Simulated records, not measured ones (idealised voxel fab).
The process module presented herein is designated voxel self aligned contacts.
The cross-section on display is named cut; it measures 250 nm wide, and its cells are 5 nm squares.
Cross-sections here: square-cell grids, written as top-down lists of bands, a band being one or more rows of cells. Top height, bottom height, nm. Materials left to right, width each, nm. Single material + "all across" = fills band edge to edge. "air" = empty. Below 0: as-received wafer, all one material; heights counted from there. Lowest band: no bottom, goes on down, written "z 0 and below". Think of "30 to 40" as a width that walks from the first number to the second as you go down the band, top row to bottom row, taking equal-sized steps from row to row. Key: "same as before" - step with no changed cell in the cross-section. Closed empty spaces (no open way to the top) of 8 cells or more are what "Entrapped void list" lists, each as width x height at distance from the left edge, nm for all three. It should be noted that, on the line of a given step, the content following the step's settings is a remark produced by the simulator itself with respect to that step. A step line may carry the setting "overlay nm", which, for steps involving a mask, states the distance by which the mask lay to the right of its intended position; negative values denote displacement to the left.

-- Steps in the process plan
1 RECEIVE,material Si
2 OXIDIZE,depth nm 5
3 DIRECTIONAL_DEP,material polySi,thk nm 20
4 DIRECTIONAL_DEP,material SiN,thk nm 20
5 MASKED_ETCH,tone cover,mask id GATE,width nm 35,pitch nm 60,etch materials SiN,depth nm 20,overlay nm 0
6 MASKED_ETCH,tone cover,mask id GATE,width nm 35,pitch nm 60,etch materials polySi,depth nm 20,overlay nm 0
7 CONFORMAL_DEP,material SiN,thk nm 5
8 DIRECTIONAL_ETCH,etch materials SiN,depth nm 5
9 FILL_DEP,material SiO2,thk nm 20
10 CMP,height nm 50
11 PATTERN,tone open,mask id CONTACT,material resist,width nm 45,thk nm 15,overlay nm 0
12 DIRECTIONAL_ETCH,etch materials SiO2,depth nm 55
13 STRIP,etch materials resist
14 CONFORMAL_DEP,material TiN,thk nm 5
15 FILL_DEP,material Ru,thk nm 5
16 CMP,height nm 50
17 CONFORMAL_DEP,material SiN,thk nm 5

-- As-received state of the wafer in cross-section, equivalent to post-step 1
	z 0 and below = Si all across
	Entrapped void list: none

-- Here's the cross-section of the first of our two wafers at the end of the module - it ran as planned
	z 55 to 50 = SiN all across
	z 50 to 40 = SiO2 100; TiN 5 to 20; Ru 35 to 5; TiN 5 to 20; SiO2 105
	z 40 to 20 = SiO2 70; SiN 45; TiN 5; Ru 5; TiN 5; SiN 45; SiO2 75
	z 20 to 0 = SiO2 70; SiN 5; polySi 35; SiN 5; TiN 5; Ru 5; TiN 5; SiN 5; polySi 35; SiN 5; SiO2 75
	z 0 to -5 = SiO2 115; TiN 15; SiO2 120
	z -5 and below = Si all across
	Entrapped void list: none

-- End-of-module cross-section of the second wafer: identical starting point and process plan to the first, with one processing mistake
	z 55 to 50 = SiN all across
	z 50 to 45 = SiO2 100; TiN 5; Ru 35; TiN 5; SiO2 105
	z 45 to 40 = SiO2 100; TiN 45; SiO2 105
	z 40 to 20 = SiN 80; SiO2 20; TiN 5; SiN 35; TiN 5; SiO2 20; SiN 85
	z 20 to 0 = polySi all across
	z 0 to -5 = SiO2 all across
	z -5 and below = Si all across
	Entrapped void list: none
The plan and the run diverged here: heads up, step 5 didn't go per plan, it actually ran as MASKED_ETCH,tone open,mask id GATE,width nm 35,pitch nm 60,etch materials SiN,depth nm 20,overlay nm 0
Once processing is complete, comparing cell counts shows that the second wafer has more or fewer of certain materials than the first: 9 fewer of Ru; 72 more of SiN; 197 fewer of SiO2; 10 fewer of TiN; 144 more of polySi
